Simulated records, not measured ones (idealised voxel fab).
voxel wiring stack: a process module
Section cut is 205 nm wide and gridded with 5 nm square cells.
Bands, listed from the top down, are how a cross-section gets written in this document; the cross-section itself is a grid of square cells, and a band is one or more rows of them.
Band entry format. Leading values: height of top, height of bottom, nm. Remainder: materials in left-to-right order, each with its width in nm. Special words: "edge to edge" on a single material, which then fills the band edge to edge; "empty", empty space.
Convention: height 0 is the level below which the wafer, as received, is all one material. The lowest band does not terminate at the bottom but continues downward, represented as "0 -> down".
So if you see something like "30->40" for the width, read it as the top row of the band sitting at the first number and the bottom row at the second, with every row in between moving by the same amount as the last.
Where a step carries "no alteration", the cross-section came out of it unchanged, cell for cell.
Enclosed voids (no open way to top), threshold 8 cells or more, entry "Trapped voids", notation width x height at distance, distance from left edge, nm.
What comes after the settings on a step's line is commentary from the simulator itself on that step.
"overlay nm" answers the question of how far to the right of plan the mask lay on a step that has a mask, and when it is negative the answer is to the left.
Intended process steps
1 RECEIVE (material Si)
2 CONFORMAL_DEP (material SiO2; thk nm 10)
3 DIRECTIONAL_DEP (material TiN; thk nm 5)
4 DIRECTIONAL_DEP (material W; thk nm 20)
5 DIRECTIONAL_DEP (material aC; thk nm 15)
6 PATTERN (tone cover; mask id METAL_1; material resist; width nm 30; pitch nm 50; thk nm 35; overlay nm 0)
7 DIRECTIONAL_ETCH (etch materials aC; depth nm 15)
8 STRIP (etch materials resist)
9 DIRECTIONAL_ETCH (etch materials W; depth nm 20)
10 DIRECTIONAL_ETCH (etch materials TiN; depth nm 5)
11 STRIP (etch materials aC)
12 FILL_DEP (material lowk; thk nm 5)
13 CMP (height nm 35)
14 CONFORMAL_DEP (material SiCN; thk nm 5)
15 DIRECTIONAL_DEP (material lowk; thk nm 25)
16 MASKED_ETCH (tone open; mask id METAL_2_HOLES; width nm 15; pitch nm 50; etch materials lowk; depth nm 25; overlay nm 0)
17 MASKED_ETCH (tone open; mask id METAL_2; width nm 30; pitch nm 50; etch materials lowk; depth nm 15; overlay nm 0)
18 MASKED_ETCH (tone open; mask id METAL_2; width nm 30; pitch nm 50; etch materials SiCN; depth nm 5; overlay nm 0)
19 CONFORMAL_DEP (material TiN; thk nm 5)
20 FILL_DEP (material Cu; thk nm 5)
21 CMP (height nm 65)
22 CONFORMAL_DEP (material SiN; thk nm 5)
Wafer, first of two, run as planned
Here's what the wafer looked like in cross-section when it arrived - that's after step 1
    0 -> down | Si edge to edge
    Trapped voids: none
Presented here is a cross-section of the wafer after step 2 has been performed
    10 -> 0 | SiO2 edge to edge
    Everything below 0 is unchanged.
Presented here is a cross-section of the wafer after step 3 has been performed
    15 -> 10 | TiN edge to edge
    Everything below 10 is unchanged.
Presented here is a cross-section of the wafer after step 4 has been performed
    35 -> 15 | W edge to edge
    Everything below 15 is unchanged.
Presented here is a cross-section of the wafer after step 5 has been performed
    50 -> 35 | aC edge to edge
    Everything below 35 is unchanged.
Presented here is a cross-section of the wafer after step 6 has been performed
    85 -> 50 | empty: 60  resist: 30  empty: 20  resist: 30  empty: 65
    Everything below 50 is unchanged.
Presented here is a cross-section of the wafer after step 7 has been performed
    70 -> 50 | empty: 60  resist: 30  empty: 20  resist: 30  empty: 65
    50 -> 35 | empty: 60  aC: 30  empty: 20  aC: 30  empty: 65
    Everything below 35 is unchanged.
Presented here is a cross-section of the wafer after step 8 has been performed
    50 -> 35 | empty: 60  aC: 30  empty: 20  aC: 30  empty: 65
    Everything below 35 is unchanged.
Presented here is a cross-section of the wafer after step 9 has been performed
    50 -> 35 | empty: 60  aC: 30  empty: 20  aC: 30  empty: 65
    35 -> 15 | empty: 60  W: 30  empty: 20  W: 30  empty: 65
    Everything below 15 is unchanged.
Presented here is a cross-section of the wafer after step 10 has been performed
    50 -> 35 | empty: 60  aC: 30  empty: 20  aC: 30  empty: 65
    35 -> 15 | empty: 60  W: 30  empty: 20  W: 30  empty: 65
    15 -> 10 | empty: 60  TiN: 30  empty: 20  TiN: 30  empty: 65
    Everything below 10 is unchanged.
Presented here is a cross-section of the wafer after step 11 has been performed
    35 -> 15 | empty: 60  W: 30  empty: 20  W: 30  empty: 65
    Everything below 15 is unchanged.
Presented here is a cross-section of the wafer after step 12 has been performed
    40 -> 35 | lowk edge to edge
    35 -> 15 | lowk: 60  W: 30  lowk: 20  W: 30  lowk: 65
    15 -> 10 | lowk: 60  TiN: 30  lowk: 20  TiN: 30  lowk: 65
    Everything below 10 is unchanged.
Presented here is a cross-section of the wafer after step 13 has been performed
    35 -> 15 | lowk: 60  W: 30  lowk: 20  W: 30  lowk: 65
    Everything below 15 is unchanged.
Presented here is a cross-section of the wafer after step 14 has been performed
    40 -> 35 | SiCN edge to edge
    Everything below 35 is unchanged.
Presented here is a cross-section of the wafer after step 15 has been performed
    65 -> 40 | lowk edge to edge
    Everything below 40 is unchanged.
Presented here is a cross-section of the wafer after step 16 has been performed
    65 -> 40 | lowk: 60  empty: 15  lowk: 35  empty: 15  lowk: 80
    Everything below 40 is unchanged.
Presented here is a cross-section of the wafer after step 17 has been performed
    65 -> 50 | lowk: 60  empty: 30  lowk: 20  empty: 30  lowk: 65
    Everything below 50 is unchanged.
Presented here is a cross-section of the wafer after step 18 has been performed
    65 -> 50 | lowk: 60  empty: 30  lowk: 20  empty: 30  lowk: 65
    50 -> 40 | lowk: 60  empty: 15  lowk: 35  empty: 15  lowk: 80
    40 -> 35 | SiCN: 60  empty: 15  SiCN: 35  empty: 15  SiCN: 80
    Everything below 35 is unchanged.
Presented here is a cross-section of the wafer after step 19 has been performed
    70 -> 65 | TiN: 65  empty: 20  TiN: 30  empty: 20  TiN: 70
    65 -> 55 | lowk: 60  TiN: 5  empty: 20  TiN: 5  lowk: 20  TiN: 5  empty: 20  TiN: 5  lowk: 65
    55 -> 50 | lowk: 60  TiN: 5  empty: 5  TiN: 20  lowk: 20  TiN: 5  empty: 5  TiN: 20  lowk: 65
    50 -> 40 | lowk: 60  TiN: 5  empty: 5  TiN: 5  lowk: 35  TiN: 5  empty: 5  TiN: 5  lowk: 80
    40 -> 35 | SiCN: 60  TiN: 15  SiCN: 35  TiN: 15  SiCN: 80
    Everything below 35 is unchanged.
Presented here is a cross-section of the wafer after step 20 has been performed
    75 -> 70 | Cu edge to edge
    70 -> 65 | TiN: 65  Cu: 20  TiN: 30  Cu: 20  TiN: 70
    65 -> 55 | lowk: 60  TiN: 5  Cu: 20  TiN: 5  lowk: 20  TiN: 5  Cu: 20  TiN: 5  lowk: 65
    55 -> 50 | lowk: 60  TiN: 5  Cu: 5  TiN: 20  lowk: 20  TiN: 5  Cu: 5  TiN: 20  lowk: 65
    50 -> 40 | lowk: 60  TiN: 5  Cu: 5  TiN: 5  lowk: 35  TiN: 5  Cu: 5  TiN: 5  lowk: 80
    Everything below 40 is unchanged.
Presented here is a cross-section of the wafer after step 21 has been performed
    65 -> 55 | lowk: 60  TiN: 5  Cu: 20  TiN: 5  lowk: 20  TiN: 5  Cu: 20  TiN: 5  lowk: 65
    Everything below 55 is unchanged.
Presented here is a cross-section of the wafer after step 22 has been performed
    70 -> 65 | SiN edge to edge
    Everything below 65 is unchanged.
Second wafer, same starting state and plan as the first, one mistake in the run, identical through step 16
Cross-section of the second wafer at the time step 17 of the plan should have ended
    65 -> 50 | lowk: 60  empty: 25  lowk: 25  empty: 25  lowk: 70
    Everything below 50 is unchanged.
Cross-section of the second wafer at the time step 18 of the plan should have ended
    65 -> 50 | lowk: 60  empty: 25  lowk: 25  empty: 25  lowk: 70
    50 -> 40 | lowk: 60  empty: 15  lowk: 35  empty: 15  lowk: 80
    40 -> 35 | SiCN: 60  empty: 15  SiCN: 35  empty: 15  SiCN: 80
    Everything below 35 is unchanged.
Cross-section of the second wafer at the time step 19 of the plan should have ended
    70 -> 65 | TiN: 65  empty: 15  TiN: 35  empty: 15  TiN: 75
    65 -> 55 | lowk: 60  TiN: 5  empty: 15  TiN: 5  lowk: 25  TiN: 5  empty: 15  TiN: 5  lowk: 70
    55 -> 50 | lowk: 60  TiN: 5  empty: 5  TiN: 15  lowk: 25  TiN: 5  empty: 5  TiN: 15  lowk: 70
    50 -> 40 | lowk: 60  TiN: 5  empty: 5  TiN: 5  lowk: 35  TiN: 5  empty: 5  TiN: 5  lowk: 80
    40 -> 35 | SiCN: 60  TiN: 15  SiCN: 35  TiN: 15  SiCN: 80
    Everything below 35 is unchanged.
Cross-section of the second wafer at the time step 20 of the plan should have ended
    75 -> 70 | Cu edge to edge
    70 -> 65 | TiN: 65  Cu: 15  TiN: 35  Cu: 15  TiN: 75
    65 -> 55 | lowk: 60  TiN: 5  Cu: 15  TiN: 5  lowk: 25  TiN: 5  Cu: 15  TiN: 5  lowk: 70
    55 -> 50 | lowk: 60  TiN: 5  Cu: 5  TiN: 15  lowk: 25  TiN: 5  Cu: 5  TiN: 15  lowk: 70
    50 -> 40 | lowk: 60  TiN: 5  Cu: 5  TiN: 5  lowk: 35  TiN: 5  Cu: 5  TiN: 5  lowk: 80
    Everything below 40 is unchanged.
Cross-section of the second wafer at the time step 21 of the plan should have ended
    65 -> 55 | lowk: 60  TiN: 5  Cu: 15  TiN: 5  lowk: 25  TiN: 5  Cu: 15  TiN: 5  lowk: 70
    Everything below 55 is unchanged.
Cross-section of the second wafer at the time step 22 of the plan should have ended
    70 -> 65 | SiN edge to edge
    Everything below 65 is unchanged.
The plan and the run diverged here: step 17 was run on a setting that differed from the plan, and what really ran there is MASKED_ETCH (tone open; mask id METAL_2; width nm 20; pitch nm 50; etch materials lowk; depth nm 15; overlay nm 0)
Count the cells at the end and the second wafer has more or fewer of some materials than the first: 4 fewer of Cu | 2 fewer of TiN | 6 more of lowk
